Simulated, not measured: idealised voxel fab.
process module | voxel ribs on slabs
cross-section cut | 260 nm wide | cells 5 nm
A cross-section is a grid of square cells, given in bands from the top down. A band is one or more rows of cells.
Each band's line starts with the height of the band's top and of its bottom, in nm. Then come its materials from left to right, each with its width in nm. One material with "throughout" fills the band from edge to edge. "air" is empty space.
Height 0 is the level under which the wafer as received is all one material. The lowest band goes on downwards, as in "0 down".
A width such as "30 to 40" changes by the same amount from each row of cells to the next, from the band's top row to its bottom row.
"no change" after a step means that no cell of the cross-section changed.
closed voids: empty space of 8 cells or more with no open way to the top, each as width x height at its distance from the left edge, in nm
after a step's settings: what the simulator itself notes on the step
overlay nm, on a step with a mask: how far to the right of its planned place the mask lay; to the left if negative
plan
1 op RECEIVE | material Si
2 op DIRECTIONAL_DEP | material SiO2 | thk nm 25
3 op DIRECTIONAL_DEP | material SiN | thk nm 20
4 op DIRECTIONAL_DEP | material aC | thk nm 15
5 op PATTERN | tone cover | mask id RIB | material resist | width nm 25 | thk nm 30 | overlay nm 0
6 op DIRECTIONAL_ETCH | etch materials aC | depth nm 15
7 op STRIP | etch materials resist
8 op DIRECTIONAL_ETCH | etch materials SiN | depth nm 15
9 op STRIP | etch materials aC
10 op DIRECTIONAL_DEP | material aC | thk nm 10
11 op PATTERN | tone cover | mask id SLAB | material resist | width nm 75 | thk nm 30 | overlay nm 0
12 op DIRECTIONAL_ETCH | etch materials aC | depth nm 10
13 op STRIP | etch materials resist
14 op DIRECTIONAL_ETCH | etch materials SiN | depth nm 5
15 op STRIP | etch materials aC
16 op FILL_DEP | material SiO2 | thk nm 25
17 op CMP | height nm 65
18 op DIRECTIONAL_DEP | material TiN | thk nm 10
19 op MASKED_ETCH | tone cover | mask id HEATER | width nm 35 | etch materials TiN | depth nm 10 | overlay nm 0
20 op CONFORMAL_DEP | material SiO2 | thk nm 5
as received, after step 1
  0 down: Si throughout
  closed voids: none
a wafer at the end: this start, this plan, one mistake
  80 to 75: air 105 | SiO2 45 | air 110
  75 to 70: air 105 | SiO2 5 | TiN 35 | SiO2 5 | air 110
  70 to 65: SiO2 110 | TiN 35 | SiO2 115
  65 to 20: SiO2 throughout
  20 to 0: SiN throughout
  0 down: Si throughout
  closed voids: none
what went wrong: steps 2 and 3 were swapped
